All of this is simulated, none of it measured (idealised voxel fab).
Process module, titled voxel self aligned vias
Cross-section cut: width 230 nm, square cells of 5 nm.
Square cells in a grid make up a cross-section in this document, and the grid is given as bands, listed from the top down, each one or more rows of cells. In this notation a band is specified by the heights of its top and bottom, in that order and in nm, after which its materials appear from left to right, each paired with its width in nm. The word "everywhere" attached to a single material means that material fills the band from edge to edge; the word "empty" stands for empty space. It should be noted that heights are counted from 0, beneath which the wafer as supplied is of one material throughout, and that the lowest band possesses no lower boundary but continues downward, as written in "0 down". The two numbers in a width such as "30 to 40" mark its ends across the band: the first belongs to the top row of cells, the second to the bottom row, and from each row to the next the width moves by the same amount. Take "no alterations made" at face value: in the step it is given for, the cross-section changed in none of its cells. Closed-off voids of 8+ cells (no open route to the top) go in "Closed void register", written width x height at distance from the left edge, in nm. Post-settings text on a step line: simulator's own remark regarding the step. overlay nm: how far to the right of its planned place the mask lay on this masked step (negative: to the left). Note on reading: below, each pair holds a cross-section from before one process step and one from after it; the one from after shows only down to the lowest band that changed. Beneath the pair, the step in between is stated along with its settings. The pairs can stem from different runs of this module on the same starting wafer. Where a pair's entry headed "Geometry before processing" says so, and only there, that pair continues from the pair above it.

# Geometry before processing
50 to 40  SiO2: 45, empty: 30, SiO2: 35, empty: 30, SiO2: 35, empty: 30, SiO2: 25
40 to 25  SiO2: 45, TiN: 5, Ru: 20, TiN: 5, SiO2: 35, TiN: 5, Ru: 20, TiN: 5, SiO2: 35, TiN: 5, Ru: 20, TiN: 5, SiO2: 25
25 to 20  SiO2: 45, TiN: 30, SiO2: 35, TiN: 30, SiO2: 35, TiN: 30, SiO2: 25
20 to 15  SiCN everywhere
15 to 0  SiO2 everywhere
0 down  Si everywhere
Closed void register: none

# after
55 to 50  SiN everywhere
50 to 40  SiO2: 45, SiN: 30, SiO2: 35, SiN: 30, SiO2: 35, SiN: 30, SiO2: 25
Under the height 40 nothing was changed.
Closed void register: none
Transition step, before and after shown above: FILL_DEP with material SiN, thk nm 5

Geometry before processing: taken from the pair above, after panel.

# after
50 to 40  SiO2: 45, SiN: 30, SiO2: 35, SiN: 30, SiO2: 35, SiN: 30, SiO2: 25
Under the height 40 nothing was changed.
Closed void register: none
Transition step, before and after shown above: CMP with height nm 50

Geometry before processing: taken from the pair above, after panel.

# after
70 to 50  SiO2 everywhere
Under the height 50 nothing was changed.
Closed void register: none
Transition step, before and after shown above: DIRECTIONAL_DEP with material SiO2, thk nm 20

Geometry before processing: taken from the pair above, after panel.

# after
70 to 50  SiO2: 30, empty: 40, SiO2: 90, empty: 40, SiO2: 30
Under the height 50 nothing was changed.
Closed void register: none
Transition step, before and after shown above: MASKED_ETCH with tone open, mask id VIAS, width nm 40, pitch nm 130, etch materials SiO2, depth nm 20, overlay nm 0

Geometry before processing: taken from the pair above, after panel.

# after
70 to 50  SiO2: 30, empty: 40, SiO2: 90, empty: 40, SiO2: 30
50 to 40  SiO2: 45, empty: 25, SiN: 5, SiO2: 35, SiN: 30, SiO2: 35, empty: 25, SiN: 5, SiO2: 25
Under the height 40 nothing was changed.
Closed void register: none
Transition step, before and after shown above: MASKED_ETCH with tone open, mask id VIAS, width nm 40, pitch nm 130, etch materials SiN, depth nm 10, overlay nm 0

Geometry before processing: taken from the pair above, after panel.

# after
75 to 70  TiN: 35, empty: 30, TiN: 100, empty: 30, TiN: 35
70 to 55  SiO2: 30, TiN: 5, empty: 30, TiN: 5, SiO2: 90, TiN: 5, empty: 30, TiN: 5, SiO2: 30
55 to 50  SiO2: 30, TiN: 20, empty: 15, TiN: 5, SiO2: 90, TiN: 20, empty: 15, TiN: 5, SiO2: 30
50 to 45  SiO2: 45, TiN: 5, empty: 15, TiN: 5, SiN: 5, SiO2: 35, SiN: 30, SiO2: 35, TiN: 5, empty: 15, TiN: 5, SiN: 5, SiO2: 25
45 to 40  SiO2: 45, TiN: 25, SiN: 5, SiO2: 35, SiN: 30, SiO2: 35, TiN: 25, SiN: 5, SiO2: 25
Under the height 40 nothing was changed.
Closed void register: none
Transition step, before and after shown above: CONFORMAL_DEP with material TiN, thk nm 5

Geometry before processing: taken from the pair above, after panel.

# after
80 to 75  Ru everywhere
75 to 70  TiN: 35, Ru: 30, TiN: 100, Ru: 30, TiN: 35
70 to 55  SiO2: 30, TiN: 5, Ru: 30, TiN: 5, SiO2: 90, TiN: 5, Ru: 30, TiN: 5, SiO2: 30
55 to 50  SiO2: 30, TiN: 20, Ru: 15, TiN: 5, SiO2: 90, TiN: 20, Ru: 15, TiN: 5, SiO2: 30
50 to 45  SiO2: 45, TiN: 5, Ru: 15, TiN: 5, SiN: 5, SiO2: 35, SiN: 30, SiO2: 35, TiN: 5, Ru: 15, TiN: 5, SiN: 5, SiO2: 25
Under the height 45 nothing was changed.
Closed void register: none
Transition step, before and after shown above: FILL_DEP with material Ru, thk nm 5

Geometry before processing: taken from the pair above, after panel.

# after
70 to 55  SiO2: 30, TiN: 5, Ru: 30, TiN: 5, SiO2: 90, TiN: 5, Ru: 30, TiN: 5, SiO2: 30
Under the height 55 nothing was changed.
Closed void register: none
Transition step, before and after shown above: CMP with height nm 70

Geometry before processing: taken from the pair above, after panel.

# after
75 to 70  SiN everywhere
Under the height 70 nothing was changed.
Closed void register: none
Transition step, before and after shown above: CONFORMAL_DEP with material SiN, thk nm 5

# Geometry before processing
50 to 25  SiO2: 35, TiN: 5, Ru: 20, TiN: 5, SiO2: 35, TiN: 5, Ru: 20, TiN: 5, SiO2: 35, TiN: 5, Ru: 20, TiN: 5, SiO2: 35
25 to 20  SiO2: 35, TiN: 30, SiO2: 35, TiN: 30, SiO2: 35, TiN: 30, SiO2: 35
20 to 15  SiCN everywhere
15 to 0  SiO2 everywhere
0 down  Si everywhere
Closed void register: none

# after
50 to 40  SiO2: 35, empty: 5, Ru: 20, empty: 5, SiO2: 35, empty: 5, Ru: 20, empty: 5, SiO2: 35, empty: 5, Ru: 20, empty: 5, SiO2: 35
Under the height 40 nothing was changed.
Closed void register: none
Transition step, before and after shown above: SELECTIVE_ETCH with etch materials TiN, depth nm 10

Geometry before processing: taken from the pair above, after panel.

# after
55 to 50  SiN everywhere
50 to 40  SiO2: 35, SiN: 5, Ru: 20, SiN: 5, SiO2: 35, SiN: 5, Ru: 20, SiN: 5, SiO2: 35, SiN: 5, Ru: 20, SiN: 5, SiO2: 35
Under the height 40 nothing was changed.
Closed void register: none
Transition step, before and after shown above: FILL_DEP with material SiN, thk nm 5

Geometry before processing: taken from the pair above, after panel.

# after
50 to 40  SiO2: 35, SiN: 5, Ru: 20, SiN: 5, SiO2: 35, SiN: 5, Ru: 20, SiN: 5, SiO2: 35, SiN: 5, Ru: 20, SiN: 5, SiO2: 35
Under the height 40 nothing was changed.
Closed void register: none
Transition step, before and after shown above: CMP with height nm 50

Geometry before processing: taken from the pair above, after panel.

# after
70 to 50  SiO2 everywhere
Under the height 50 nothing was changed.
Closed void register: none
Transition step, before and after shown above: DIRECTIONAL_DEP with material SiO2, thk nm 20

Geometry before processing: taken from the pair above, after panel.

# after
70 to 50  SiO2: 30, empty: 40, SiO2: 90, empty: 40, SiO2: 30
Under the height 50 nothing was changed.
Closed void register: none
Transition step, before and after shown above: MASKED_ETCH with tone open, mask id VIAS, width nm 40, pitch nm 130, etch materials SiO2, depth nm 20, overlay nm 0

Geometry before processing: taken from the pair above, after panel.

# after
70 to 50  SiO2: 30, empty: 40, SiO2: 90, empty: 40, SiO2: 30
50 to 40  SiO2: 35, empty: 5, Ru: 20, empty: 5, SiO2: 35, SiN: 5, Ru: 20, SiN: 5, SiO2: 35, empty: 5, Ru: 20, empty: 5, SiO2: 35
Under the height 40 nothing was changed.
Closed void register: none
Transition step, before and after shown above: MASKED_ETCH with tone open, mask id VIAS, width nm 40, pitch nm 130, etch materials SiN, depth nm 10, overlay nm 0

Geometry before processing: taken from the pair above, after panel.

# after
75 to 70  TiN: 35, empty: 30, TiN: 100, empty: 30, TiN: 35
70 to 55  SiO2: 30, TiN: 5, empty: 30, TiN: 5, SiO2: 90, TiN: 5, empty: 30, TiN: 5, SiO2: 30
55 to 50  SiO2: 30, TiN: 40, SiO2: 90, TiN: 40, SiO2: 30
50 to 40  SiO2: 35, TiN: 5, Ru: 20, TiN: 5, SiO2: 35, SiN: 5, Ru: 20, SiN: 5, SiO2: 35, TiN: 5, Ru: 20, TiN: 5, SiO2: 35
Under the height 40 nothing was changed.
Closed void register: none
Transition step, before and after shown above: CONFORMAL_DEP with material TiN, thk nm 5

Geometry before processing: taken from the pair above, after panel.

# after
80 to 75  Ru everywhere
75 to 70  TiN: 35, Ru: 30, TiN: 100, Ru: 30, TiN: 35
70 to 55  SiO2: 30, TiN: 5, Ru: 30, TiN: 5, SiO2: 90, TiN: 5, Ru: 30, TiN: 5, SiO2: 30
Under the height 55 nothing was changed.
Closed void register: none
Transition step, before and after shown above: FILL_DEP with material Ru, thk nm 5

Geometry before processing: taken from the pair above, after panel.

# after
70 to 55  SiO2: 30, TiN: 5, Ru: 30, TiN: 5, SiO2: 90, TiN: 5, Ru: 30, TiN: 5, SiO2: 30
Under the height 55 nothing was changed.
Closed void register: none
Transition step, before and after shown above: CMP with height nm 70

Geometry before processing: taken from the pair above, after panel.

# after
75 to 70  SiN everywhere
Under the height 70 nothing was changed.
Closed void register: none
Transition step, before and after shown above: CONFORMAL_DEP with material SiN, thk nm 5

# Geometry before processing
70 to 50  SiO2 everywhere
50 to 40  SiO2: 35, SiN: 30, SiO2: 35, SiN: 30, SiO2: 35, SiN: 30, SiO2: 35
40 to 25  SiO2: 35, TiN: 5, Ru: 20, TiN: 5, SiO2: 35, TiN: 5, Ru: 20, TiN: 5, SiO2: 35, TiN: 5, Ru: 20, TiN: 5, SiO2: 35
25 to 20  SiO2: 35, TiN: 30, SiO2: 35, TiN: 30, SiO2: 35, TiN: 30, SiO2: 35
20 to 15  SiCN everywhere
15 to 0  SiO2 everywhere
0 down  Si everywhere
Closed void register: none

# after
70 to 50  empty: 30, SiO2: 40, empty: 90, SiO2: 40, empty: 30
Under the height 50 nothing was changed.
Closed void register: none
Transition step, before and after shown above: MASKED_ETCH with tone cover, mask id VIAS, width nm 40, pitch nm 130, etch materials SiO2, depth nm 20, overlay nm 0

Geometry before processing: taken from the pair above, after panel.

# after
75 to 70  empty: 25, TiN: 50, empty: 80, TiN: 50, empty: 25
70 to 55  empty: 25, TiN: 5, SiO2: 40, TiN: 5, empty: 80, TiN: 5, SiO2: 40, TiN: 5, empty: 25
55 to 50  TiN: 30, SiO2: 40, TiN: 90, SiO2: 40, TiN: 30
Under the height 50 nothing was changed.
Closed void register: none
Transition step, before and after shown above: CONFORMAL_DEP with material TiN, thk nm 5

Geometry before processing: taken from the pair above, after panel.

# after
80 to 75  Ru everywhere
75 to 70  Ru: 25, TiN: 50, Ru: 80, TiN: 50, Ru: 25
70 to 55  Ru: 25, TiN: 5, SiO2: 40, TiN: 5, Ru: 80, TiN: 5, SiO2: 40, TiN: 5, Ru: 25
Under the height 55 nothing was changed.
Closed void register: none
Transition step, before and after shown above: FILL_DEP with material Ru, thk nm 5

Geometry before processing: taken from the pair above, after panel.

# after
70 to 55  Ru: 25, TiN: 5, SiO2: 40, TiN: 5, Ru: 80, TiN: 5, SiO2: 40, TiN: 5, Ru: 25
Under the height 55 nothing was changed.
Closed void register: none
Transition step, before and after shown above: CMP with height nm 70

Geometry before processing: taken from the pair above, after panel.

# after
75 to 70  SiN everywhere
Under the height 70 nothing was changed.
Closed void register: none
Transition step, before and after shown above: CONFORMAL_DEP with material SiN, thk nm 5
